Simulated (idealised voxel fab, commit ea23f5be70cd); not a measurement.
Herein follows the process module entitled voxel gate over fins.
270 nm wide, 5 nm square cells: that's cross-section cut.
If you're reading a cross-section in this doc, picture square cells in a grid; it comes to you as bands, top ones listed first down to the bottom, and a band can be one or more rows of cells. It is stipulated that each band's entry specify, in nanometres, the height of the top of the band and then that of its bottom, followed by the materials of the band in left-to-right sequence, each together with its width in nanometres. A single material marked by the word "everywhere" is understood to fill the band from edge to edge; the word "empty" is understood to denote empty space. Zero point of the height axis is 0; under it, received wafer = one material. Lowest band: continues down indefinitely, "0 and below". Graded width ("30->40"): value in top row of band = first number; value in bottom row = second number; row-to-row change constant. Take "no modifications" at face value: in the step it is given for, the cross-section changed in none of its cells. Listed in "Tabulated closed voids": every empty space of 8 or more cells without an open way to the top. Form: width x height at distance, the distance being from the left edge, all in nm. Text after the settings on a step's line: the simulator's own remark on that step. overlay nm: on a step with a mask, how far right of its planned place the mask lay; negative means left.

# Intended process steps
1) RECEIVE (material Si)
2) CONFORMAL_DEP (material SiN; thk nm 5)
3) PATTERN (tone cover; mask id FINS; material resist; width nm 15; pitch nm 40; thk nm 15; overlay nm 0)
4) DIRECTIONAL_ETCH (etch materials SiN; depth nm 5)
5) DIRECTIONAL_ETCH (etch materials Si; depth nm 30)
6) STRIP (etch materials resist)
7) OXIDIZE (depth nm 5)
8) FILL_DEP (material SiO2; thk nm 10)
9) CMP (height nm 5)
10) SELECTIVE_ETCH (etch materials SiO2; depth nm 15)
11) STRIP (etch materials SiN)
12) CONFORMAL_DEP (material HfO2; thk nm 5)
13) CONFORMAL_DEP (material TiN; thk nm 5)
14) FILL_DEP (material W; thk nm 10)
15) CMP (height nm 15)
16) CONFORMAL_DEP (material SiN; thk nm 5)

# Cross-section of the wafer as it came to us, i.e., already through step 1
0 and below  Si everywhere
Tabulated closed voids: none

# Cross-sectional image of the first of two wafers at the end of the module, the run having proceeded as planned
20 down to 15  SiN everywhere
15 down to 10  W everywhere
10 down to 5  W 80, then TiN 25, then W 15, then TiN 25, then W 15, then TiN 25, then W 85
5 down to 0  W 80, then TiN 5, then HfO2 15, then TiN 5, then W 15, then TiN 5, then HfO2 15, then TiN 5, then W 15, then TiN 5, then HfO2 15, then TiN 5, then W 85
0 down to -5  TiN 85, then HfO2 5, then Si 5, then HfO2 5, then TiN 25, then HfO2 5, then Si 5, then HfO2 5, then TiN 25, then HfO2 5, then Si 5, then HfO2 5, then TiN 90
-5 down to -10  HfO2 90, then Si 5, then HfO2 35, then Si 5, then HfO2 35, then Si 5, then HfO2 95
-10 down to -35  SiO2 90, then Si 5, then SiO2 35, then Si 5, then SiO2 35, then Si 5, then SiO2 95
-35 and below  Si everywhere
Tabulated closed voids: none

# What the second wafer looks like in cross-section once the module is done. Its start and its plan matched the first wafer's exactly; what differed was one mistake in how it was run
20 down to 15  SiN everywhere
15 down to 10  W everywhere
10 down to 0  W 80, then TiN 25, then W 15, then TiN 25, then W 15, then TiN 25, then W 85
0 down to -10  TiN 90, then Si 5, then TiN 35, then Si 5, then TiN 35, then Si 5, then TiN 95
-10 down to -35  SiO2 90, then Si 5, then SiO2 35, then Si 5, then SiO2 35, then Si 5, then SiO2 95
-35 and below  Si everywhere
Tabulated closed voids: none
Deviation noted in wafer processing: step 12 deviated from plan and actually ran as CONFORMAL_DEP (material TiN; thk nm 5)
Once processing is complete, comparing cell counts shows that the second wafer has more or fewer of certain materials than the first: 66 fewer of HfO2; 66 more of TiN
